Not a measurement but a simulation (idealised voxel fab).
Documented hereafter: the process module known as voxel self aligned vias.
FYI the section here is cut, 170 nm wide, cells are 5 nm squares.
Cross-section = grid of square cells, listed top down in bands; band = one or more rows. Within each band entry, the heights of the top and of the bottom of the band appear first, in that order and in nm; the materials of the band then follow from left to right, each with its corresponding width in nm. The designation "all across" on a single material indicates that it fills the band from edge to edge; the designation "air" indicates empty space. Zero point of the height axis is 0; under it, received wafer = one material. Lowest band: continues down indefinitely, "0..down". Width: "30 to 40" (first number = top row, second number = bottom row, same change from row to row of cells). A step reported as "nothing different" is a step in which no cell of the cross-section changed. Enclosed voids (no open way to top), threshold 8 cells or more, entry "Closed void table", notation width x height at distance, distance from left edge, nm. Note: text after step settings on the step line = simulator remark on that step. The setting "overlay nm" may be written on the line of a step. When the step uses a mask, the value reports how far to the right of the planned place the mask lay, and a negative value reports that it lay to the left.
So here's the lineup of process steps we planned:
1. op RECEIVE | material Si
2. op CONFORMAL_DEP | material SiO2 | thk nm 15
3. op CONFORMAL_DEP | material SiCN | thk nm 5
4. op DIRECTIONAL_DEP | material SiO2 | thk nm 30
5. op MASKED_ETCH | tone open | mask id LINES | width nm 20 | pitch nm 75 | etch materials SiO2 | depth nm 30 | overlay nm 0
6. op CONFORMAL_DEP | material TiN | thk nm 5
7. op FILL_DEP | material W | thk nm 5
8. op CMP | height nm 50
9. op SELECTIVE_ETCH | etch materials W Ru TiN | depth nm 10
10. op FILL_DEP | material SiN | thk nm 5
11. op CMP | height nm 50
12. op DIRECTIONAL_DEP | material SiO2 | thk nm 20
13. op PATTERN | tone open | mask id VIAS | material resist | width nm 50 | pitch nm 75 | thk nm 20 | overlay nm 0
14. op DIRECTIONAL_ETCH | etch materials SiO2 | depth nm 20
15. op DIRECTIONAL_ETCH | etch materials SiN | depth nm 10
16. op STRIP | etch materials resist
17. op CONFORMAL_DEP | material TiN | thk nm 5
18. op FILL_DEP | material Cu | thk nm 5
19. op CMP | height nm 70
20. op CONFORMAL_DEP | material SiCN | thk nm 5
varied across the wafers: width nm of step 5. The plan shows the first wafer's value. All wafers start alike
So this is the first of several wafers, cross-sectioned as it came to us, meaning it's at the end of step 1:
> 0..down | Si all across
> Closed void table: none
Basically each wafer gets a line in the table, showing it at the end of the module: material by material, the cells it gained (+) or lost (-) since we got it, then its closed voids:
width nm 20, +56 Cu, +68 SiCN, +314 SiO2, +60 TiN, +12 W, Closed void table: none
width nm 25, +60 Cu, +68 SiCN, +302 SiO2, +62 TiN, +18 W, Closed void table: none
width nm 30, +64 Cu, +68 SiCN, +290 SiO2, +64 TiN, +24 W, Closed void table: none
width nm 35, +68 Cu, +68 SiCN, +278 SiO2, +66 TiN, +30 W, Closed void table: none
width nm 40, +72 Cu, +68 SiCN, +266 SiO2, +68 TiN, +36 W, Closed void table: none
width nm 45, +76 Cu, +68 SiCN, +254 SiO2, +70 TiN, +42 W, Closed void table: none
